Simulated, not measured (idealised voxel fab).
process module | voxel wiring stack
cross-section cut | 225 nm wide | cells 5 nm
A cross-section is a grid of square cells, given in bands from the top down. A band is one or more rows of cells.
Each band's line starts with the height of the band's top and of its bottom, in nm. Then come its materials from left to right, each with its width in nm. One material with "throughout" fills the band from edge to edge. "air" is empty space.
Height 0 is the level under which the wafer as received is all one material. The lowest band goes on downwards, as in "0 down".
A width such as "30 to 40" changes by the same amount from each row of cells to the next, from the band's top row to its bottom row.
"no change" after a step means that no cell of the cross-section changed.
closed voids: empty space of 8 cells or more with no open way to the top, each as width x height at its distance from the left edge, in nm
after a step's settings: what the simulator itself notes on the step
overlay nm, on a step with a mask: how far to the right of its planned place the mask lay; to the left if negative
plan
1 op RECEIVE | material Si
2 op CONFORMAL_DEP | material SiO2 | thk nm 15
3 op CONFORMAL_DEP | material SiCN | thk nm 5
4 op DIRECTIONAL_DEP | material lowk | thk nm 20
5 op DIRECTIONAL_DEP | material aC | thk nm 10
6 op PATTERN | tone open | mask id METAL_1 | material resist | width nm 20 | pitch nm 35 | thk nm 30 | overlay nm 0
7 op DIRECTIONAL_ETCH | etch materials aC | depth nm 10
8 op STRIP | etch materials resist
9 op DIRECTIONAL_ETCH | etch materials lowk | depth nm 20
10 op DIRECTIONAL_ETCH | etch materials SiCN | depth nm 5
11 op STRIP | etch materials aC
12 op CONFORMAL_DEP | material TiN | thk nm 5
13 op FILL_DEP | material Cu | thk nm 10
14 op CMP | height nm 40
15 op CONFORMAL_DEP | material SiCN | thk nm 5
16 op DIRECTIONAL_DEP | material lowk | thk nm 30
17 op PATTERN | tone open | mask id METAL_2 | material resist | width nm 20 | pitch nm 35 | thk nm 20 | overlay nm 0
18 op DIRECTIONAL_ETCH | etch materials lowk | depth nm 15
19 op STRIP | etch materials resist
20 op PATTERN | tone open | mask id METAL_2_HOLES | material resist | width nm 15 | pitch nm 35 | thk nm 15 | overlay nm 0
21 op DIRECTIONAL_ETCH | etch materials lowk | depth nm 15
22 op DIRECTIONAL_ETCH | etch materials SiCN | depth nm 5
23 op STRIP | etch materials resist
24 op CONFORMAL_DEP | material TiN | thk nm 5
25 op FILL_DEP | material Ru | thk nm 10
26 op CMP | height nm 75
27 op CONFORMAL_DEP | material SiCN | thk nm 5
28 op DIRECTIONAL_DEP | material lowk | thk nm 25
29 op MASKED_ETCH | tone open | mask id METAL_3 | width nm 20 | pitch nm 35 | etch materials lowk | depth nm 15 | overlay nm 0
30 op PATTERN | tone open | mask id METAL_3_HOLES | material resist | width nm 15 | pitch nm 70 | thk nm 15 | overlay nm 0
31 op DIRECTIONAL_ETCH | etch materials lowk | depth nm 10
32 op DIRECTIONAL_ETCH | etch materials SiCN | depth nm 5
33 op STRIP | etch materials resist
34 op CONFORMAL_DEP | material TiN | thk nm 5
35 op FILL_DEP | material Ru | thk nm 10
36 op CMP | height nm 105
37 op CONFORMAL_DEP | material SiCN | thk nm 5
as received, after step 1
  0 down: Si throughout
  closed voids: none
first wafer at the end, as planned
  110 to 105: SiCN throughout
  105 to 95: lowk 65 | TiN 5 | Ru 10 | TiN 5 | lowk 15 | TiN 5 | Ru 10 | TiN 5 | lowk 15 | TiN 5 | Ru 10 | TiN 5 | lowk 70
  95 to 90: lowk 65 | TiN 5 | Ru 5 | TiN 10 | lowk 15 | TiN 20 | lowk 15 | TiN 5 | Ru 5 | TiN 10 | lowk 70
  90 to 80: lowk 65 | TiN 5 | Ru 5 | TiN 5 | lowk 55 | TiN 5 | Ru 5 | TiN 5 | lowk 75
  80 to 75: SiCN 65 | TiN 15 | SiCN 55 | TiN 15 | SiCN 75
  75 to 65: lowk 65 | TiN 5 | Ru 10 | TiN 5 | lowk 15 | TiN 5 | Ru 10 | TiN 5 | lowk 15 | TiN 5 | Ru 10 | TiN 5 | lowk 70
  65 to 60: lowk 65 | TiN 5 | Ru 5 | TiN 10 | lowk 15 | TiN 5 | Ru 5 | TiN 10 | lowk 15 | TiN 5 | Ru 5 | TiN 10 | lowk 70
  60 to 45: lowk 65 | TiN 5 | Ru 5 | TiN 5 | lowk 20 | TiN 5 | Ru 5 | TiN 5 | lowk 20 | TiN 5 | Ru 5 | TiN 5 | lowk 75
  45 to 40: SiCN 65 | TiN 15 | SiCN 20 | TiN 15 | SiCN 20 | TiN 15 | SiCN 75
  40 to 20: lowk 65 | TiN 5 | Cu 10 | TiN 5 | lowk 15 | TiN 5 | Cu 10 | TiN 5 | lowk 15 | TiN 5 | Cu 10 | TiN 5 | lowk 70
  20 to 15: SiCN 65 | TiN 20 | SiCN 15 | TiN 20 | SiCN 15 | TiN 20 | SiCN 70
  15 to 0: SiO2 throughout
  0 down: Si throughout
  closed voids: none
second wafer at the end: like start, like plan, one mistake
  110 to 105: SiCN throughout
  105 to 95: lowk 65 | TiN 5 | Ru 10 | TiN 5 | lowk 15 | TiN 5 | Ru 10 | TiN 5 | lowk 15 | TiN 5 | Ru 10 | TiN 5 | lowk 70
  95 to 90: lowk 65 | TiN 5 | Ru 5 | TiN 10 | lowk 15 | TiN 20 | lowk 15 | TiN 5 | Ru 5 | TiN 10 | lowk 70
  90 to 80: lowk 65 | TiN 5 | Ru 5 | TiN 5 | lowk 55 | TiN 5 | Ru 5 | TiN 5 | lowk 75
  80 to 75: SiCN 65 | TiN 15 | SiCN 55 | TiN 15 | SiCN 75
  75 to 65: lowk 65 | TiN 5 | Ru 10 | TiN 5 | lowk 15 | TiN 5 | Ru 10 | TiN 5 | lowk 15 | TiN 5 | Ru 10 | TiN 5 | lowk 70
  65 to 60: lowk 65 | TiN 5 | Ru 5 | TiN 10 | lowk 15 | TiN 5 | Ru 5 | TiN 10 | lowk 15 | TiN 5 | Ru 5 | TiN 10 | lowk 70
  60 to 45: lowk 65 | TiN 5 | Ru 5 | TiN 5 | lowk 20 | TiN 5 | Ru 5 | TiN 5 | lowk 20 | TiN 5 | Ru 5 | TiN 5 | lowk 75
  45 to 35: SiCN 65 | TiN 15 to 20 | SiCN 20 to 15 | TiN 15 to 20 | SiCN 20 to 15 | TiN 15 to 20 | SiCN 75 to 70
  35 to 15: lowk throughout
  15 to 0: SiO2 throughout
  0 down: Si throughout
  closed voids: none
what went wrong: steps 3 and 4 were swapped
at the end the second wafer has, in cells: 24 fewer of Cu | 24 fewer of TiN | 48 more of lowk
